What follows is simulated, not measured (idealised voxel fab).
You're looking at the process module voxel transistor to metal.
Cross-sectional view cut (width: 150 nm; square cell size: 5 nm).
Think of the cross-section as a grid of square cells. We describe it in bands, top to bottom, and each band covers one or more rows of those cells. Top, bottom (nm), then materials left to right with widths (nm); lone material tagged "throughout" fills the whole band edge to edge; "air" = empty space. We count height from 0. Below that, the starting wafer is all one material. The lowest band never ends at the bottom but goes on down; see "z 0 and below" for how that is written. The two numbers in a width such as "30 to 40" mark its ends across the band: the first belongs to the top row of cells, the second to the bottom row, and from each row to the next the width moves by the same amount. Key: "no change occurred" - step with no changed cell in the cross-section. Empty spaces without an open route to the top, at least 8 cells in extent, make up the entry "Sealed-off cavities"; each is given as width x height at distance, where the distance is measured from the left edge, and all are in nm. Read whatever lies past the settings on a step's line as the simulator's own remark about the step. For masked steps, "overlay nm" on the step line gives how far right of plan the mask actually lay; a minus sign means it lay to the left.
-- The planned process steps are enumerated hereunder
1) RECEIVE with material Si
2) CONFORMAL_DEP with material SiO2, thk nm 5
3) CONFORMAL_DEP with material SiN, thk nm 15
4) DIRECTIONAL_DEP with material aC, thk nm 10
5) PATTERN with tone cover, mask id ACTIVE, material resist, width nm 105, thk nm 30, overlay nm 0
6) DIRECTIONAL_ETCH with etch materials aC, depth nm 10
7) STRIP with etch materials resist
8) DIRECTIONAL_ETCH with etch materials SiN, depth nm 15
9) DIRECTIONAL_ETCH with etch materials SiO2, depth nm 5
10) DIRECTIONAL_ETCH with etch materials Si, depth nm 35
11) STRIP with etch materials aC
12) OXIDIZE with depth nm 5
13) FILL_DEP with material SiO2, thk nm 5
14) CMP with height nm 20
15) SELECTIVE_ETCH with etch materials SiO2, depth nm 5
16) STRIP with etch materials SiN
17) SELECTIVE_ETCH with etch materials SiO2, depth nm 5
18) OXIDIZE with depth nm 5
19) DIRECTIONAL_DEP with material polySi, thk nm 20
20) DIRECTIONAL_DEP with material SiCN, thk nm 15
21) MASKED_ETCH with tone cover, mask id GATE, width nm 25, etch materials SiCN, depth nm 25, overlay nm 0
22) MASKED_ETCH with tone cover, mask id GATE, width nm 25, etch materials polySi, depth nm 30, overlay nm 0
23) CONFORMAL_DEP with material SiO2, thk nm 5
24) DIRECTIONAL_ETCH with etch materials SiO2, depth nm 5
25) CONFORMAL_DEP with material SiN, thk nm 5
26) DIRECTIONAL_ETCH with etch materials SiN, depth nm 5
27) DIRECTIONAL_ETCH with etch materials SiO2, depth nm 5
28) DIRECTIONAL_ETCH with etch materials Si, depth nm 10
29) EPI with material pSi, thk nm 15
30) FILL_DEP with material SiO2, thk nm 10
31) CMP with height nm 35
32) DIRECTIONAL_DEP with material SiO2, thk nm 10
33) PATTERN with tone open, mask id CONTACT, material resist, width nm 30, pitch nm 65, thk nm 15, overlay nm 0
34) DIRECTIONAL_ETCH with etch materials SiO2, depth nm 45
35) STRIP with etch materials resist
36) CONFORMAL_DEP with material TiN, thk nm 5
37) FILL_DEP with material W, thk nm 5
38) CMP with height nm 45
39) DIRECTIONAL_DEP with material TiN, thk nm 5
40) DIRECTIONAL_DEP with material W, thk nm 15
41) PATTERN with tone cover, mask id METAL_1, material resist, width nm 20, pitch nm 75, thk nm 20, overlay nm 0
42) DIRECTIONAL_ETCH with etch materials W, depth nm 15
43) DIRECTIONAL_ETCH with etch materials TiN, depth nm 5
44) STRIP with etch materials resist
45) FILL_DEP with material lowk, thk nm 10
46) CMP with height nm 65
47) CONFORMAL_DEP with material SiCN, thk nm 5
-- Wafer as received: cross-section following step 1
z 0 and below: Si throughout
Sealed-off cavities: none
-- Here's the cross-section of the first of our two wafers at the end of the module - it ran as planned
z 70 to 65: SiCN throughout
z 65 to 50: lowk 25 nm  W 20 nm  lowk 55 nm  W 20 nm  lowk 30 nm
z 50 to 45: lowk 25 nm  TiN 20 nm  lowk 55 nm  TiN 20 nm  lowk 30 nm
z 45 to 35: SiO2 25 nm  TiN 5 nm  W 20 to 15 nm  TiN 5 to 10 nm  SiO2 35 nm  TiN 5 to 10 nm  W 20 to 15 nm  TiN 5 nm  SiO2 30 nm
z 35 to 20: SiO2 25 nm  TiN 5 nm  W 15 nm  TiN 5 nm  SiN 5 nm  SiO2 5 nm  SiCN 25 nm  SiO2 5 nm  SiN 5 nm  TiN 5 nm  W 15 nm  TiN 5 nm  SiO2 30 nm
z 20 to 15: SiO2 25 nm  TiN 5 nm  W 15 nm  TiN 5 nm  SiN 5 nm  SiO2 5 nm  polySi 25 nm  SiO2 5 nm  SiN 5 nm  TiN 5 nm  W 15 nm  TiN 5 nm  SiO2 30 nm
z 15 to 10: SiO2 25 nm  TiN 25 nm  SiN 5 nm  SiO2 5 nm  polySi 25 nm  SiO2 5 nm  SiN 5 nm  TiN 25 nm  SiO2 30 nm
z 10 to 0: SiO2 20 nm  SiN 5 nm  TiN 10 nm  pSi 15 nm  SiN 5 nm  SiO2 5 nm  polySi 25 nm  SiO2 5 nm  SiN 5 nm  pSi 15 nm  TiN 10 nm  SiN 5 nm  SiO2 25 nm
z 0 to -5: SiO2 25 nm  pSi 25 nm  SiO2 45 nm  pSi 25 nm  SiO2 30 nm
z -5 to -15: SiO2 25 nm  pSi 25 nm  Si 45 nm  pSi 25 nm  SiO2 30 nm
z -15 to -40: SiO2 25 nm  Si 95 nm  SiO2 30 nm
z -40 and below: Si throughout
Sealed-off cavities: none
-- Cross-sectional view: second of two wafers, end of module; start and plan identical to the first, one mistake in running
z 70 to 65: SiCN throughout
z 65 to 50: lowk 25 nm  W 20 nm  lowk 55 nm  W 20 nm  lowk 30 nm
z 50 to 45: lowk 25 nm  TiN 20 nm  lowk 55 nm  TiN 20 nm  lowk 30 nm
z 45 to 35: SiO2 25 nm  TiN 5 nm  W 20 to 15 nm  TiN 5 to 10 nm  SiO2 35 nm  TiN 5 to 10 nm  W 20 to 15 nm  TiN 5 nm  SiO2 30 nm
z 35 to 25: SiO2 25 nm  TiN 5 nm  W 15 nm  TiN 5 nm  SiN 5 nm  SiO2 5 nm  SiCN 25 nm  SiO2 5 nm  SiN 5 nm  TiN 5 nm  W 15 nm  TiN 5 nm  SiO2 30 nm
z 25 to 20: SiO2 25 nm  TiN 5 nm  W 15 nm  TiN 5 nm  SiN 5 nm  SiO2 5 nm  polySi 25 nm  SiO2 5 nm  SiN 5 nm  TiN 5 nm  W 15 nm  TiN 5 nm  SiO2 30 nm
z 20 to 15: SiO2 25 nm  TiN 25 nm  SiN 5 nm  SiO2 5 nm  polySi 25 nm  SiO2 5 nm  SiN 5 nm  TiN 25 nm  SiO2 30 nm
z 15 to 10: SiO2 25 nm  pSi 25 nm  SiN 5 nm  SiO2 5 nm  polySi 25 nm  SiO2 5 nm  SiN 5 nm  pSi 25 nm  SiO2 30 nm
z 10 to 5: SiO2 25 nm  SiN 5 nm  pSi 20 nm  SiN 5 nm  SiO2 5 nm  polySi 25 nm  SiO2 5 nm  SiN 5 nm  pSi 20 nm  SiN 5 nm  SiO2 30 nm
z 5 to 0: SiO2 30 nm  pSi 20 nm  SiO2 45 nm  pSi 20 nm  SiO2 35 nm
z 0 to -10: SiO2 25 nm  Si 5 nm  pSi 20 nm  Si 45 nm  pSi 20 nm  Si 5 nm  SiO2 30 nm
z -10 to -40: SiO2 25 nm  Si 95 nm  SiO2 30 nm
z -40 and below: Si throughout
Sealed-off cavities: none
Short version of what went wrong: the processing plan was not followed for steps 16 and 17, which were run with their positions exchanged
Final cells, second wafer relative to first, materials higher or lower: +23 Si | -5 SiCN | -4 SiN | +4 SiO2 | -12 TiN | -6 W
